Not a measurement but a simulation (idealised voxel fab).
process module | voxel spacer lines
cross-section cut | 220 nm wide | cells 5 nm
A cross-section is a grid of square cells, given in bands from the top down. A band is one or more rows of cells.
Each band's line starts with the height of the band's top and of its bottom, in nm. Then come its materials from left to right, each with its width in nm. One material with "throughout" fills the band from edge to edge. "air" is empty space.
Height 0 is the level under which the wafer as received is all one material. The lowest band goes on downwards, as in "0 down".
A width such as "30 to 40" changes by the same amount from each row of cells to the next, from the band's top row to its bottom row.
"no change" after a step means that no cell of the cross-section changed.
closed voids: empty space of 8 cells or more with no open way to the top, each as width x height at its distance from the left edge, in nm
after a step's settings: what the simulator itself notes on the step
overlay nm, on a step with a mask: how far to the right of its planned place the mask lay; to the left if negative
plan
1 op RECEIVE | material Si
2 op CONFORMAL_DEP | material Al2O3 | thk nm 10
3 op DIRECTIONAL_DEP | material TiN | thk nm 15
4 op DIRECTIONAL_DEP | material aC | thk nm 30
5 op PATTERN | tone cover | mask id MANDREL | material resist | width nm 25 | pitch nm 80 | thk nm 40 | overlay nm 0
6 op DIRECTIONAL_ETCH | etch materials aC | depth nm 30
7 op STRIP | etch materials resist
8 op CONFORMAL_DEP | material SiN | thk nm 15
9 op DIRECTIONAL_ETCH | etch materials SiN | depth nm 15
10 op STRIP | etch materials aC
11 op DIRECTIONAL_ETCH | etch materials TiN | depth nm 15
12 op STRIP | etch materials SiN
13 op FILL_DEP | material SiO2 | thk nm 10
14 op CMP | height nm 25
first wafer, as planned
as received, after step 1
  0 down: Si throughout
  closed voids: none
after step 2
  10 to 0: Al2O3 throughout
  below 0: unchanged
after step 3
  25 to 10: TiN throughout
  below 10: unchanged
after step 4
  55 to 25: aC throughout
  below 25: unchanged
after step 5
  95 to 55: air 15 | resist 25 | air 55 | resist 25 | air 55 | resist 25 | air 20
  below 55: unchanged
after step 6
  65 to 55: air 15 | resist 25 | air 55 | resist 25 | air 55 | resist 25 | air 20
  55 to 25: air 15 | aC 25 | air 55 | aC 25 | air 55 | aC 25 | air 20
  below 25: unchanged
after step 7
  55 to 25: air 15 | aC 25 | air 55 | aC 25 | air 55 | aC 25 | air 20
  below 25: unchanged
after step 8
  70 to 55: SiN 55 | air 25 | SiN 55 | air 25 | SiN 55 | air 5
  55 to 40: SiN 15 | aC 25 | SiN 15 | air 25 | SiN 15 | aC 25 | SiN 15 | air 25 | SiN 15 | aC 25 | SiN 15 | air 5
  40 to 25: SiN 15 | aC 25 | SiN 55 | aC 25 | SiN 55 | aC 25 | SiN 20
  below 25: unchanged
after step 9
  55 to 25: SiN 15 | aC 25 | SiN 15 | air 25 | SiN 15 | aC 25 | SiN 15 | air 25 | SiN 15 | aC 25 | SiN 15 | air 5
  below 25: unchanged
after step 10
  55 to 25: SiN 15 | air 25 | SiN 15 | air 25 | SiN 15 | air 25 | SiN 15 | air 25 | SiN 15 | air 25 | SiN 15 | air 5
  below 25: unchanged
after step 11
  55 to 25: SiN 15 | air 25 | SiN 15 | air 25 | SiN 15 | air 25 | SiN 15 | air 25 | SiN 15 | air 25 | SiN 15 | air 5
  25 to 10: TiN 15 | air 25 | TiN 15 | air 25 | TiN 15 | air 25 | TiN 15 | air 25 | TiN 15 | air 25 | TiN 15 | air 5
  below 10: unchanged
after step 12
  25 to 10: TiN 15 | air 25 | TiN 15 | air 25 | TiN 15 | air 25 | TiN 15 | air 25 | TiN 15 | air 25 | TiN 15 | air 5
  below 10: unchanged
after step 13
  35 to 25: SiO2 throughout
  25 to 10: TiN 15 | SiO2 25 | TiN 15 | SiO2 25 | TiN 15 | SiO2 25 | TiN 15 | SiO2 25 | TiN 15 | SiO2 25 | TiN 15 | SiO2 5
  below 10: unchanged
after step 14
  25 to 10: TiN 15 | SiO2 25 | TiN 15 | SiO2 25 | TiN 15 | SiO2 25 | TiN 15 | SiO2 25 | TiN 15 | SiO2 25 | TiN 15 | SiO2 5
  below 10: unchanged
second wafer: like start, like plan, one mistake. Through step 11 it matches the first wafer
when step 12 should have ended
  25 to 10: TiN 15 | air 25 | TiN 15 | air 25 | TiN 15 | air 25 | TiN 15 | air 25 | TiN 15 | air 25 | TiN 15 | air 5
  below 10: unchanged
when step 13 should have ended
  35 to 25: SiO2 throughout
  25 to 10: TiN 15 | SiO2 25 | TiN 15 | SiO2 25 | TiN 15 | SiO2 25 | TiN 15 | SiO2 25 | TiN 15 | SiO2 25 | TiN 15 | SiO2 5
  below 10: unchanged
when step 14 should have ended
  25 to 10: TiN 15 | SiO2 25 | TiN 15 | SiO2 25 | TiN 15 | SiO2 25 | TiN 15 | SiO2 25 | TiN 15 | SiO2 25 | TiN 15 | SiO2 5
  below 10: unchanged
what went wrong: step 12 was run twice
at the end the two cross-sections are the same: no effect in what this model computes
